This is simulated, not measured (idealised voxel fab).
Module name: voxel capacitor over wiring (process module)
This is section cut - it's 155 nm across, gridded in 5 nm square cells.
Just so we're on the same page, the cross-sections are grids of square cells, and they're listed out in bands top to bottom, each band one or more rows deep. For a band, the entry starts with two heights in nm, that of the top and then that of the bottom, and carries on with the band's materials in order from left to right, each alongside its width in nm; the word "throughout" beside a single material means it fills the band edge to edge, and "air" means empty space. It should be noted that heights are counted from 0, beneath which the wafer as supplied is of one material throughout, and that the lowest band possesses no lower boundary but continues downward, as written in "0 and below". The two numbers in a width such as "30->40" mark its ends across the band: the first belongs to the top row of cells, the second to the bottom row, and from each row to the next the width moves by the same amount. It should be understood that the words "identical to before", when stated for a given step, signify that the cross-section underwent no change in any of its cells during that step. The entry "Closed internal cavities" lists the empty spaces that cover at least 8 cells and have no open path to the top. Each is written as width x height at distance, where the distance is measured from the left edge and all three values are in nm. Whatever follows a step's settings on its line is a remark the simulator itself makes about that step. When a step includes a mask, the "overlay nm" setting on its line states how far to the right of its planned place that mask lay, and negative values state how far to the left.
Set out below are the planned steps of the process
1: RECEIVE, material Si
2: CONFORMAL_DEP, material SiO2, thk nm 15
3: CONFORMAL_DEP, material SiCN, thk nm 5
4: DIRECTIONAL_DEP, material SiO2, thk nm 15
5: PATTERN, tone open, mask id METAL_1, material resist, width nm 25, pitch nm 90, thk nm 20, overlay nm 0
6: DIRECTIONAL_ETCH, etch materials SiO2, depth nm 15
7: DIRECTIONAL_ETCH, etch materials SiCN, depth nm 5
8: STRIP, etch materials resist
9: CONFORMAL_DEP, material TiN, thk nm 5
10: FILL_DEP, material Ru, thk nm 10
11: CMP, height nm 35
12: CONFORMAL_DEP, material SiCN, thk nm 5
13: DIRECTIONAL_DEP, material SiO2, thk nm 15
14: DIRECTIONAL_DEP, material aC, thk nm 10
15: PATTERN, tone open, mask id PLUG_1, material resist, width nm 15, thk nm 25, overlay nm 0
16: DIRECTIONAL_ETCH, etch materials aC, depth nm 10
17: STRIP, etch materials resist
18: DIRECTIONAL_ETCH, etch materials SiO2, depth nm 15
19: DIRECTIONAL_ETCH, etch materials SiCN, depth nm 5
20: STRIP, etch materials aC
21: EPI, material Ru, thk nm 10
22: EPI, material Ru, thk nm 10
23: DIRECTIONAL_DEP, material TiN, thk nm 10
24: DIRECTIONAL_DEP, material HfO2, thk nm 5
25: DIRECTIONAL_DEP, material TiN, thk nm 5
26: PATTERN, tone cover, mask id UPPER_PLATE, material resist, width nm 70, thk nm 15, overlay nm 0
27: DIRECTIONAL_ETCH, etch materials TiN, depth nm 5
28: DIRECTIONAL_ETCH, etch materials HfO2, depth nm 5
29: STRIP, etch materials resist
30: PATTERN, tone cover, mask id LOWER_PLATE, material resist, width nm 80, thk nm 20, overlay nm 0
31: DIRECTIONAL_ETCH, etch materials TiN, depth nm 10
32: STRIP, etch materials resist
33: FILL_DEP, material SiO2, thk nm 20
34: CMP, height nm 90
35: PATTERN, tone open, mask id PLUG_2, material resist, width nm 15, thk nm 20, overlay nm 0
36: DIRECTIONAL_ETCH, etch materials SiO2, depth nm 15
37: STRIP, etch materials resist
38: CONFORMAL_DEP, material TiN, thk nm 5
39: FILL_DEP, material Ru, thk nm 10
40: CMP, height nm 90
41: CONFORMAL_DEP, material SiCN, thk nm 5
Wafer at receipt (post step 1), cross-section
- 0 and below: Si throughout
- Closed internal cavities: none
The cross-section shown corresponds to the wafer at the conclusion of the module. The initial structure and the process plan are those presented above; however, one mistake occurred in executing the plan
- 95 down to 90: SiCN throughout
- 90 down to 80: 40 nm SiO2, 5 nm TiN, 5 nm Ru, 5 nm TiN, 100 nm SiO2
- 80 down to 70: 40->30 nm SiO2, 15->70 nm TiN, 100->55 nm SiO2
- 70 down to 65: 30 nm SiO2, 70 nm HfO2, 55 nm SiO2
- 65 down to 55: 25 nm SiO2, 80 nm TiN, 50 nm SiO2
- 55 down to 40: 30 nm SiO2, 15 nm Ru, 110 nm SiO2
- 40 down to 35: 30 nm SiCN, 15 nm Ru, 110 nm SiCN
- 35 down to 25: Ru throughout
- 25 down to 20: 25 nm TiN, 15 nm Ru, 75 nm TiN, 15 nm Ru, 25 nm TiN
- 20 down to 5: 20 nm SiO2, 5 nm TiN, 15 nm Ru, 5 nm TiN, 65 nm SiO2, 5 nm TiN, 15 nm Ru, 5 nm TiN, 20 nm SiO2
- 5 down to 0: 20 nm SiCN, 25 nm TiN, 65 nm SiCN, 25 nm TiN, 20 nm SiCN
- 0 and below: Si throughout
- Closed internal cavities: none
Nonconformance to the process plan: no execution of plan step 2; skipped
